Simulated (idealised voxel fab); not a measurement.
process module | voxel ribs on slabs
cross-section cut | 190 nm wide | cells 5 nm
A cross-section is a grid of square cells, given in bands from the top down. A band is one or more rows of cells.
Each band's line starts with the height of the band's top and of its bottom, in nm. Then come its materials from left to right, each with its width in nm. One material with "throughout" fills the band from edge to edge. "air" is empty space.
Height 0 is the level under which the wafer as received is all one material. The lowest band goes on downwards, as in "0 down".
A width such as "30 to 40" changes by the same amount from each row of cells to the next, from the band's top row to its bottom row.
"no change" after a step means that no cell of the cross-section changed.
closed voids: empty space of 8 cells or more with no open way to the top, each as width x height at its distance from the left edge, in nm
after a step's settings: what the simulator itself notes on the step
overlay nm, on a step with a mask: how far to the right of its planned place the mask lay; to the left if negative
plan
1 op RECEIVE | material Si
2 op DIRECTIONAL_DEP | material SiO2 | thk nm 25
3 op DIRECTIONAL_DEP | material SiN | thk nm 15
4 op PATTERN | tone cover | mask id RIB | material resist | width nm 25 | thk nm 20 | overlay nm 0
5 op DIRECTIONAL_ETCH | etch materials SiN | depth nm 10
6 op STRIP | etch materials resist
7 op MASKED_ETCH | tone cover | mask id SLAB | width nm 75 | etch materials SiN | depth nm 5 | overlay nm 0
8 op FILL_DEP | material SiO2 | thk nm 15
9 op CMP | height nm 50
10 op DIRECTIONAL_DEP | material W | thk nm 5
11 op PATTERN | tone cover | mask id HEATER | material resist | width nm 35 | thk nm 20 | overlay nm 0
12 op DIRECTIONAL_ETCH | etch materials W | depth nm 5
13 op STRIP | etch materials resist
14 op CONFORMAL_DEP | material SiN | thk nm 10
as received, after step 1
  0 down: Si throughout
  closed voids: none
first wafer at the end, as planned
  65 to 60: air 65 | SiN 55 | air 70
  60 to 55: SiN throughout
  55 to 50: SiN 75 | W 35 | SiN 80
  50 to 40: SiO2 throughout
  40 to 30: SiO2 80 | SiN 25 | SiO2 85
  30 to 25: SiO2 55 | SiN 75 | SiO2 60
  25 to 0: SiO2 throughout
  0 down: Si throughout
  closed voids: none
second wafer at the end: like start, like plan, one mistake
  65 to 60: air 65 | SiN 55 | air 70
  60 to 55: SiN throughout
  55 to 50: SiN 75 | W 35 | SiN 80
  50 to 35: SiO2 throughout
  35 to 30: SiO2 80 | SiN 25 | SiO2 85
  30 to 25: SiN 55 | SiO2 25 | SiN 25 | SiO2 25 | SiN 60
  25 to 0: SiO2 throughout
  0 down: Si throughout
  closed voids: none
what went wrong: step 7 ran as: op MASKED_ETCH | tone open | mask id SLAB | width nm 75 | etch materials SiN | depth nm 5 | overlay nm 0
at the end the second wafer has, in cells: 8 more of SiN | 8 fewer of SiO2
